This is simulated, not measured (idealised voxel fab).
The following process module bears the name voxel transistor to metal.
Square cells of 5 nm make up the cross-section cut, whose width is 205 nm.
Cross-section, as written here: a square-cell grid given band by band from the top down, where a band holds one or more rows of cells. Heights first: top, then bottom, in nm. Then materials, left to right, each with a width in nm. "full width" on a single material: fills the band edge to edge. "air": empty space. Height 0 is the level under which the wafer as received is all one material. The lowest band goes on downwards, as in "z 0 and below". It should be noted that a width expressed as "30->40" varies in equal increments from row to row of cells within the band, taking the value of the first number at the top row and that of the second number at the bottom row. "no alterations made" after a step means that no cell of the cross-section changed. If an empty space has no open way to the top and is at least 8 cells in size, "Sealed cavities" lists it, written width x height at distance, where distance is measured from the left edge and every value is in nm. Post-settings text on a step line: simulator's own remark regarding the step. For masked steps, "overlay nm" on the step line gives how far right of plan the mask actually lay; a minus sign means it lay to the left.

INTENDED PROCESS STEPS
1. op RECEIVE | material Si
2. op CONFORMAL_DEP | material SiO2 | thk nm 5
3. op CONFORMAL_DEP | material SiN | thk nm 10
4. op DIRECTIONAL_DEP | material aC | thk nm 10
5. op PATTERN | tone cover | mask id ACTIVE | material resist | width nm 120 | thk nm 30 | overlay nm 0
6. op DIRECTIONAL_ETCH | etch materials aC | depth nm 10
7. op STRIP | etch materials resist
8. op DIRECTIONAL_ETCH | etch materials SiN | depth nm 10
9. op DIRECTIONAL_ETCH | etch materials SiO2 | depth nm 5
10. op DIRECTIONAL_ETCH | etch materials Si | depth nm 30
11. op STRIP | etch materials aC
12. op FILL_DEP | material SiO2 | thk nm 10
13. op CMP | height nm 15
14. op SELECTIVE_ETCH | etch materials SiO2 | depth nm 5
15. op STRIP | etch materials SiN
16. op SELECTIVE_ETCH | etch materials SiO2 | depth nm 5
17. op OXIDIZE | depth nm 5
18. op DIRECTIONAL_DEP | material polySi | thk nm 30
19. op DIRECTIONAL_DEP | material SiCN | thk nm 15
20. op MASKED_ETCH | tone cover | mask id GATE | width nm 20 | etch materials SiCN | depth nm 25 | overlay nm 0
21. op MASKED_ETCH | tone cover | mask id GATE | width nm 20 | etch materials polySi | depth nm 40 | overlay nm 0
22. op CONFORMAL_DEP | material SiN | thk nm 5
23. op DIRECTIONAL_ETCH | etch materials SiN | depth nm 5
24. op DIRECTIONAL_ETCH | etch materials SiO2 | depth nm 5
25. op DIRECTIONAL_ETCH | etch materials Si | depth nm 5
26. op EPI | material SiGe | thk nm 10
27. op FILL_DEP | material SiO2 | thk nm 5
28. op CMP | height nm 45
29. op DIRECTIONAL_DEP | material SiO2 | thk nm 10
30. op PATTERN | tone open | mask id CONTACT | material resist | width nm 20 | pitch nm 80 | thk nm 20 | overlay nm -15
31. op DIRECTIONAL_ETCH | etch materials SiO2 | depth nm 55
32. op STRIP | etch materials resist
33. op CONFORMAL_DEP | material TiN | thk nm 5
34. op FILL_DEP | material W | thk nm 10
35. op CMP | height nm 55
36. op DIRECTIONAL_DEP | material TiN | thk nm 5
37. op DIRECTIONAL_DEP | material W | thk nm 15
38. op DIRECTIONAL_DEP | material aC | thk nm 10
39. op PATTERN | tone cover | mask id METAL_1 | material resist | width nm 20 | pitch nm 80 | thk nm 30 | overlay nm 0
40. op DIRECTIONAL_ETCH | etch materials aC | depth nm 10
41. op STRIP | etch materials resist
42. op DIRECTIONAL_ETCH | etch materials W | depth nm 15
43. op DIRECTIONAL_ETCH | etch materials TiN | depth nm 5
44. op STRIP | etch materials aC
45. op CONFORMAL_DEP | material SiN | thk nm 5
46. op FILL_DEP | material SiO2 | thk nm 10
47. op CMP | height nm 75
48. op CONFORMAL_DEP | material SiCN | thk nm 5
49. op DIRECTIONAL_DEP | material SiO2 | thk nm 30
50. op MASKED_ETCH | tone open | mask id METAL_2_HOLES | width nm 15 | pitch nm 80 | etch materials SiO2 | depth nm 30 | overlay nm 0
51. op PATTERN | tone open | mask id METAL_2 | material resist | width nm 20 | pitch nm 80 | thk nm 15 | overlay nm 0
52. op DIRECTIONAL_ETCH | etch materials SiO2 | depth nm 20
53. op DIRECTIONAL_ETCH | etch materials SiCN | depth nm 5
54. op STRIP | etch materials resist
55. op CONFORMAL_DEP | material TiN | thk nm 5
56. op FILL_DEP | material Cu | thk nm 5
57. op CMP | height nm 110
58. op CONFORMAL_DEP | material SiCN | thk nm 5
The overlay nm used in step 30 is not the same on every wafer, whereas the starting condition is; the value printed in the plan is the first wafer's.

CROSS-SECTION OF THE FIRST OF SEVERAL WAFERS ON RECEIPT, REFLECTING COMPLETION OF STEP 1
  z 0 and below = Si full width
  Sealed cavities: none

BELOW, A ROW FOR EVERY WAFER. READ IT AS THE END-OF-MODULE PICTURE: FOR EACH MATERIAL THE WAFER SHOWS ITS CELLS GAINED (+) OR LOST (-) SINCE IT WAS RECEIVED, AND THEN ITS CLOSED VOIDS
overlay nm -15 | +18 Cu | -144 Si | +88 SiCN | +40 SiGe | +65 SiN | +703 SiO2 | +88 TiN | +61 W | +24 polySi | Sealed cavities: none
overlay nm -10 | +18 Cu | -144 Si | +88 SiCN | +40 SiGe | +65 SiN | +701 SiO2 | +88 TiN | +63 W | +24 polySi | Sealed cavities: none
overlay nm -5 | +18 Cu | -144 Si | +88 SiCN | +40 SiGe | +65 SiN | +700 SiO2 | +88 TiN | +64 W | +24 polySi | Sealed cavities: none
overlay nm 0 | +18 Cu | -144 Si | +88 SiCN | +40 SiGe | +65 SiN | +700 SiO2 | +88 TiN | +64 W | +24 polySi | Sealed cavities: none
overlay nm 5 | +18 Cu | -144 Si | +88 SiCN | +40 SiGe | +65 SiN | +700 SiO2 | +88 TiN | +64 W | +24 polySi | Sealed cavities: none
overlay nm 10 | +18 Cu | -144 Si | +88 SiCN | +40 SiGe | +65 SiN | +701 SiO2 | +88 TiN | +63 W | +24 polySi | Sealed cavities: none
overlay nm 15 | +18 Cu | -144 Si | +88 SiCN | +40 SiGe | +65 SiN | +703 SiO2 | +88 TiN | +61 W | +24 polySi | Sealed cavities: none
